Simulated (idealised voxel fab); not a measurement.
The document below concerns the process module designated voxel local oxidation.
cross-section cut | 220 nm wide | cells 5 nm
Each cross-section below is a grid of square cells, stated as bands in top-down order, with one or more rows of cells making up each band.
Top, bottom (nm), then materials left to right with widths (nm); lone material tagged "throughout" fills the whole band edge to edge; "empty" = empty space.
Counting heights begins at 0, where everything beneath is, in the wafer as received, one material. The lowest band has no bottom; it goes on downwards, as "top 0, no bottom" shows.
The expression "30..40" gives the width at the extremes of the band, the first number at its top row of cells and the second at its bottom row, with the width changing by equal amounts from each row to the next in between.
Given "left unchanged" for a step, no cell of the cross-section differs between before and after that step.
Look at "Unvented internal voids" for the closed voids: empty spaces with no open path to the top, sized 8 cells or up. Each is width x height at distance, distance from the left edge, all nm.
On each step's line, the part that comes after the settings is the simulator's own comment on the step.
For masked steps, "overlay nm" on the step line gives how far right of plan the mask actually lay; a minus sign means it lay to the left.

**Below is the list of planned process steps**
1) RECEIVE with material Si
2) OXIDIZE with depth nm 5
3) CONFORMAL_DEP with material SiN, thk nm 10
4) DIRECTIONAL_DEP with material aC, thk nm 10
5) PATTERN with tone cover, mask id ACTIVE, material resist, width nm 105, thk nm 25, overlay nm 0
6) DIRECTIONAL_ETCH with etch materials aC, depth nm 10
7) STRIP with etch materials resist
8) DIRECTIONAL_ETCH with etch materials SiN, depth nm 10
9) STRIP with etch materials aC
10) SELECTIVE_ETCH with etch materials SiO2, depth nm 5
11) OXIDIZE with depth nm 15
12) STRIP with etch materials SiN
Variable across wafers: step 5 width nm (plan value is that of the first wafer; starting state common to all).

**The first of several wafers, as received after step 1, seen in section**
	top 0, no bottom: Si throughout
	Unvented internal voids: none

**Per wafer, end of module: cells gained (+) or lost (-) per material since receipt, then closed voids**
width nm 105; -137 Si; +112 SiO2; Unvented internal voids: none
width nm 110; -134 Si; +110 SiO2; Unvented internal voids: none
width nm 115; -131 Si; +108 SiO2; Unvented internal voids: none
width nm 120; -128 Si; +106 SiO2; Unvented internal voids: none
width nm 125; -125 Si; +104 SiO2; Unvented internal voids: none
width nm 130; -122 Si; +102 SiO2; Unvented internal voids: none
